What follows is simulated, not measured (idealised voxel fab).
Title: Process Module voxel air gaps
Shown is cross-section cut, with a width of 270 nm and square cells of size 5 nm.
In what follows, cross-sections appear as grids of square cells, described through bands that run from the top down, where every band is one or more rows of cells.
Top, bottom (nm), then materials left to right with widths (nm); lone material tagged "all across" fills the whole band edge to edge; "air" = empty space.
A quick word on heights: they are counted from 0, and under that level the wafer as it came to us is one material throughout. The lowest band is different from the rest in having no bottom; it simply continues downward, written as in "top 0, no bottom".
Note: "30..40" means the width goes from the first number (top row of the band) to the second number (bottom row) in equal steps per row of cells.
Where a step carries "nothing altered", the cross-section came out of it unchanged, cell for cell.
"Enclosed internal voids" enumerates empty spaces isolated from the top, with no open way to it, that contain at least 8 cells, giving each as width x height at distance from the left edge, all three in nm.
Post-settings text on a step line: simulator's own remark regarding the step.
"overlay nm" denotes, for a step that has a mask, the displacement of the mask to the right of its planned place, with negative values corresponding to the left.
Before/after cross-section pairs, one process step each; after shown to lowest changed band; step and settings beneath. Pairs may be from different runs of this module on the same starting wafer; a pair continues from the one above only where its "Cross-section, before" entry says so.
Cross-section, before
* top 65, bottom 45 = air: 80  resist: 20  air: 25  resist: 20  air: 25  resist: 20  air: 80
* top 45, bottom 15 = air: 80  lowk: 20  air: 25  lowk: 20  air: 25  lowk: 20  air: 80
* top 15, bottom 10 = SiN all across
* top 10, bottom 0 = SiO2 all across
* top 0, no bottom = Si all across
* Enclosed internal voids: none
Step Result
* top 45, bottom 15 = air: 80  lowk: 20  air: 25  lowk: 20  air: 25  lowk: 20  air: 80
* Under 15: no change, same as before.
* Enclosed internal voids: none
Processing between the before and after sections above: STRIP [etch materials resist]
Cross-section, before: after-step cross-section of the pair just above applies.
Step Result
* top 50, bottom 45 = air: 75  TiN: 30  air: 15  TiN: 30  air: 15  TiN: 30  air: 75
* top 45, bottom 20 = air: 75  TiN: 5  lowk: 20  TiN: 5  air: 15  TiN: 5  lowk: 20  TiN: 5  air: 15  TiN: 5  lowk: 20  TiN: 5  air: 75
* top 20, bottom 15 = TiN: 80  lowk: 20  TiN: 25  lowk: 20  TiN: 25  lowk: 20  TiN: 80
* Under 15: no change, same as before.
* Enclosed internal voids: none
Processing between the before and after sections above: CONFORMAL_DEP [material TiN] [thk nm 5]
Cross-section, before: after-step cross-section of the pair just above applies.
Step Result
* top 60, bottom 50 = Ru all across
* top 50, bottom 45 = Ru: 75  TiN: 30  Ru: 15  TiN: 30  Ru: 15  TiN: 30  Ru: 75
* top 45, bottom 20 = Ru: 75  TiN: 5  lowk: 20  TiN: 5  Ru: 15  TiN: 5  lowk: 20  TiN: 5  Ru: 15  TiN: 5  lowk: 20  TiN: 5  Ru: 75
* Under 20: no change, same as before.
* Enclosed internal voids: none
Processing between the before and after sections above: FILL_DEP [material Ru] [thk nm 10]
Cross-section, before: after-step cross-section of the pair just above applies.
Step Result
* top 45, bottom 20 = Ru: 75  TiN: 5  lowk: 20  TiN: 5  Ru: 15  TiN: 5  lowk: 20  TiN: 5  Ru: 15  TiN: 5  lowk: 20  TiN: 5  Ru: 75
* Under 20: no change, same as before.
* Enclosed internal voids: none
Processing between the before and after sections above: CMP [height nm 45]
Cross-section, before: after-step cross-section of the pair just above applies.
Step Result
* top 55, bottom 45 = Ru all across
* Under 45: no change, same as before.
* Enclosed internal voids: none
Processing between the before and after sections above: EPI [material Ru] [thk nm 10]
Cross-section, before: after-step cross-section of the pair just above applies.
Step Result
* top 60, bottom 55 = SiCN all across
* Under 55: no change, same as before.
* Enclosed internal voids: none
Processing between the before and after sections above: CONFORMAL_DEP [material SiCN] [thk nm 5]
